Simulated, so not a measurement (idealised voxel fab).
The document below concerns the process module designated voxel self aligned contacts.
Square cells of 5 nm make up the cross-section cut, whose width is 245 nm.
The cross-sections in this document take the form of a grid made of square cells. They are written out as bands, in order from top to bottom. Each band consists of one or more rows of cells.
Per band: top height and bottom height in nm, followed by the left-to-right materials and their widths in nm; "edge to edge" marks a single material spanning edge to edge, "air" marks empty space.
We count height from 0. Below that, the starting wafer is all one material. The lowest band never ends at the bottom but goes on down; see "from 0 down" for how that is written.
Think of "30->40" as a width that walks from the first number to the second as you go down the band, top row to bottom row, taking equal-sized steps from row to row.
Any step labelled "all unchanged" changed none of the cells in the cross-section.
Each empty space that has no open way to the top and spans at least 8 cells appears under "Entrapped void list" as width x height at distance, the distance counted from the left edge, all in nm.
Step line, after settings: the simulator's comment on this step.
Steps that use a mask can have "overlay nm" on their line. It says how far the mask sat to the right of where it was meant to be. Negative means to the left.
### The process steps that were planned are listed below
| 1 | RECEIVE, material Si |
| 2 | OXIDIZE, depth nm 5 |
| 3 | DIRECTIONAL_DEP, material polySi, thk nm 25 |
| 4 | DIRECTIONAL_DEP, material SiN, thk nm 15 |
| 5 | DIRECTIONAL_DEP, material aC, thk nm 15 |
| 6 | PATTERN, tone cover, mask id GATE, material resist, width nm 25, pitch nm 70, thk nm 35, overlay nm 0 |
| 7 | DIRECTIONAL_ETCH, etch materials aC, depth nm 15 |
| 8 | STRIP, etch materials resist |
| 9 | DIRECTIONAL_ETCH, etch materials SiN, depth nm 15 |
| 10 | DIRECTIONAL_ETCH, etch materials polySi, depth nm 25 |
| 11 | STRIP, etch materials aC |
| 12 | CONFORMAL_DEP, material SiN, thk nm 5 |
| 13 | DIRECTIONAL_ETCH, etch materials SiN, depth nm 5 |
| 14 | FILL_DEP, material SiO2, thk nm 10 |
| 15 | CMP, height nm 45 |
| 16 | PATTERN, tone open, mask id CONTACT, material resist, width nm 55, thk nm 15, overlay nm 0 |
| 17 | DIRECTIONAL_ETCH, etch materials SiO2, depth nm 50 |
| 18 | STRIP, etch materials resist |
| 19 | CONFORMAL_DEP, material TiN, thk nm 5 |
| 20 | FILL_DEP, material W, thk nm 10 |
| 21 | CMP, height nm 45 |
| 22 | CONFORMAL_DEP, material SiN, thk nm 5 |
What sets these wafers apart? The width nm at step 6. They all start alike, and the plan carries the first wafer's value.
### Cross-section: the first of several wafers in its as-received state, i.e. following step 1
> from 0 down = Si edge to edge
> Entrapped void list: none
### Heads up, this table goes wafer by wafer. A row tells you, at the end of the module, how many cells of each material that wafer has put on (+) or dropped (-) since it was received, and then its closed voids
width nm 25 | -49 Si | +111 SiN | +304 SiO2 | +29 TiN | +45 W | +50 polySi | Entrapped void list: none
width nm 30 | -49 Si | +117 SiN | +297 SiO2 | +29 TiN | +36 W | +60 polySi | Entrapped void list: none
width nm 35 | -49 Si | +123 SiN | +290 SiO2 | +29 TiN | +27 W | +70 polySi | Entrapped void list: none
width nm 40 | -49 Si | +129 SiN | +283 SiO2 | +29 TiN | +18 W | +80 polySi | Entrapped void list: none
width nm 45 | -49 Si | +135 SiN | +276 SiO2 | +29 TiN | +9 W | +90 polySi | Entrapped void list: none
width nm 50 | -49 Si | +141 SiN | +269 SiO2 | +29 TiN | +100 polySi | Entrapped void list: none
